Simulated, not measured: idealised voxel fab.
process module | voxel capacitor over wiring
cross-section cut | 255 nm wide | cells 5 nm
A cross-section is a grid of square cells, given in bands from the top down. A band is one or more rows of cells.
Each band's line starts with the height of the band's top and of its bottom, in nm. Then come its materials from left to right, each with its width in nm. One material with "throughout" fills the band from edge to edge. "air" is empty space.
Height 0 is the level under which the wafer as received is all one material. The lowest band goes on downwards, as in "0 down".
A width such as "30 to 40" changes by the same amount from each row of cells to the next, from the band's top row to its bottom row.
"no change" after a step means that no cell of the cross-section changed.
closed voids: empty space of 8 cells or more with no open way to the top, each as width x height at its distance from the left edge, in nm
after a step's settings: what the simulator itself notes on the step
overlay nm, on a step with a mask: how far to the right of its planned place the mask lay; to the left if negative
plan
1 op RECEIVE | material Si
2 op CONFORMAL_DEP | material SiO2 | thk nm 10
3 op CONFORMAL_DEP | material SiCN | thk nm 5
4 op DIRECTIONAL_DEP | material SiO2 | thk nm 20
5 op PATTERN | tone open | mask id METAL_1 | material resist | width nm 30 | pitch nm 95 | thk nm 20 | overlay nm 0
6 op DIRECTIONAL_ETCH | etch materials SiO2 | depth nm 20
7 op DIRECTIONAL_ETCH | etch materials SiCN | depth nm 5
8 op STRIP | etch materials resist
9 op CONFORMAL_DEP | material TiN | thk nm 5
10 op FILL_DEP | material Ru | thk nm 5
11 op CMP | height nm 35
12 op CONFORMAL_DEP | material SiCN | thk nm 5
13 op DIRECTIONAL_DEP | material SiO2 | thk nm 15
14 op PATTERN | tone open | mask id PLUG_1 | material resist | width nm 15 | thk nm 20 | overlay nm 0
15 op DIRECTIONAL_ETCH | etch materials SiO2 | depth nm 15
16 op DIRECTIONAL_ETCH | etch materials SiCN | depth nm 5
17 op STRIP | etch materials resist
18 op EPI | material Ru | thk nm 10
19 op EPI | material Ru | thk nm 10
20 op DIRECTIONAL_DEP | material TiN | thk nm 10
21 op DIRECTIONAL_DEP | material HfO2 | thk nm 5
22 op DIRECTIONAL_DEP | material TiN | thk nm 10
23 op MASKED_ETCH | tone cover | mask id UPPER_PLATE | width nm 70 | etch materials TiN | depth nm 10 | overlay nm 0
24 op MASKED_ETCH | tone cover | mask id UPPER_PLATE | width nm 70 | etch materials HfO2 | depth nm 5 | overlay nm 0
25 op DIRECTIONAL_DEP | material aC | thk nm 15
26 op PATTERN | tone cover | mask id LOWER_PLATE | material resist | width nm 80 | thk nm 35 | overlay nm -15
27 op DIRECTIONAL_ETCH | etch materials aC | depth nm 15
28 op STRIP | etch materials resist
29 op DIRECTIONAL_ETCH | etch materials TiN | depth nm 10
30 op STRIP | etch materials aC
31 op FILL_DEP | material SiO2 | thk nm 15
32 op CMP | height nm 90
33 op DIRECTIONAL_DEP | material aC | thk nm 15
34 op PATTERN | tone open | mask id PLUG_2 | material resist | width nm 15 | thk nm 30 | overlay nm 0
35 op DIRECTIONAL_ETCH | etch materials aC | depth nm 15
36 op STRIP | etch materials resist
37 op DIRECTIONAL_ETCH | etch materials SiO2 | depth nm 10
38 op STRIP | etch materials aC
39 op CONFORMAL_DEP | material TiN | thk nm 5
40 op FILL_DEP | material W | thk nm 10
41 op CMP | height nm 90
42 op CONFORMAL_DEP | material SiN | thk nm 5
varied across the wafers: overlay nm of step 26. The plan shows the first wafer's value. All wafers start alike
first wafer as received, after step 1
  0 down: Si throughout
  closed voids: none
each wafer at the end: cells of each material gained (+) or lost (-) since it was received, then its closed voids
overlay nm -15 | +14 HfO2 | +44 Ru | +87 SiCN | +51 SiN | +679 SiO2 | +93 TiN | +1 W | closed voids: none
overlay nm -10 | +14 HfO2 | +44 Ru | +87 SiCN | +51 SiN | +679 SiO2 | +93 TiN | +1 W | closed voids: none
overlay nm -5 | +14 HfO2 | +44 Ru | +87 SiCN | +51 SiN | +679 SiO2 | +93 TiN | +1 W | closed voids: none
overlay nm 0 | +14 HfO2 | +44 Ru | +87 SiCN | +51 SiN | +679 SiO2 | +93 TiN | +1 W | closed voids: none
overlay nm 5 | +14 HfO2 | +44 Ru | +87 SiCN | +51 SiN | +679 SiO2 | +93 TiN | +1 W | closed voids: none
overlay nm 10 | +14 HfO2 | +44 Ru | +87 SiCN | +51 SiN | +679 SiO2 | +93 TiN | +1 W | closed voids: none
overlay nm 15 | +14 HfO2 | +44 Ru | +87 SiCN | +51 SiN | +679 SiO2 | +93 TiN | +1 W | closed voids: none
